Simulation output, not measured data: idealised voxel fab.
The following is a process module called voxel ribs on slabs.
Each square cell in cross-section cut measures 5 nm, and the section as a whole is 290 nm wide.
In what follows, cross-sections appear as grids of square cells, described through bands that run from the top down, where every band is one or more rows of cells.
Heads up on the band format: heights come first, top then bottom, in nm. After that it's the materials left to right, each with its width in nm. A single material flagged "full width" fills the whole band edge to edge, and "empty" means there's empty space there.
Height 0 is the level under which the wafer as received is all one material. The lowest band goes on downwards, as in "0 and below".
The width entry "30->40" should be interpreted row by row: the top row of cells in the band takes the first number, the bottom row takes the second number, and the change between adjacent rows is uniform throughout.
It should be understood that the words "no modification", when stated for a given step, signify that the cross-section underwent no change in any of its cells during that step.
"Voids lacking openings": sealed empty spaces, 8 cells or more, no open way to top, listed width x height at distance, with distance from the left edge and width, height and distance in nm.
Post-settings text on a step line: simulator's own remark regarding the step.
The "overlay nm" setting may appear on a step's line; for a step that uses a mask, it gives how far to the right of its planned position the mask lay, and a negative value indicates the left.

**Intended process steps**
1,RECEIVE: material Si
2,DIRECTIONAL_DEP: material SiO2, thk nm 25
3,DIRECTIONAL_DEP: material SiN, thk nm 15
4,DIRECTIONAL_DEP: material aC, thk nm 15
5,PATTERN: tone cover, mask id RIB, material resist, width nm 25, thk nm 30, overlay nm 0
6,DIRECTIONAL_ETCH: etch materials aC, depth nm 15
7,STRIP: etch materials resist
8,DIRECTIONAL_ETCH: etch materials SiN, depth nm 10
9,STRIP: etch materials aC
10,DIRECTIONAL_DEP: material aC, thk nm 10
11,PATTERN: tone cover, mask id SLAB, material resist, width nm 85, thk nm 25, overlay nm 0
12,DIRECTIONAL_ETCH: etch materials aC, depth nm 10
13,STRIP: etch materials resist
14,DIRECTIONAL_ETCH: etch materials SiN, depth nm 5
15,STRIP: etch materials aC
16,FILL_DEP: material SiO2, thk nm 15
17,CMP: height nm 50
18,DIRECTIONAL_DEP: material TiN, thk nm 10
19,DIRECTIONAL_DEP: material aC, thk nm 15
20,PATTERN: tone cover, mask id HEATER, material resist, width nm 35, thk nm 30, overlay nm 0
21,DIRECTIONAL_ETCH: etch materials aC, depth nm 15
22,STRIP: etch materials resist
23,DIRECTIONAL_ETCH: etch materials TiN, depth nm 10
24,STRIP: etch materials aC
25,CONFORMAL_DEP: material SiN, thk nm 10

**So this is the incoming wafer in cross-section - it's already been through step 1**
    0 and below | Si full width
    Voids lacking openings: none

**The following cross-section depicts the wafer upon conclusion of the module. Processing commenced from the starting condition illustrated above and adhered to the plan illustrated above, save for one mistake in execution**
    70 down to 60 | 115 nm empty  55 nm SiN  120 nm empty
    60 down to 50 | 125 nm SiN  35 nm TiN  130 nm SiN
    50 down to 40 | SiO2 full width
    40 down to 30 | 130 nm SiO2  25 nm SiN  135 nm SiO2
    30 down to 25 | 100 nm SiO2  85 nm SiN  105 nm SiO2
    25 down to 0 | TiN full width
    0 and below | Si full width
    Voids lacking openings: none
Want to know what went wrong? step 2 ran with different settings than intended, the actual operation and settings being DIRECTIONAL_DEP: material TiN, thk nm 25
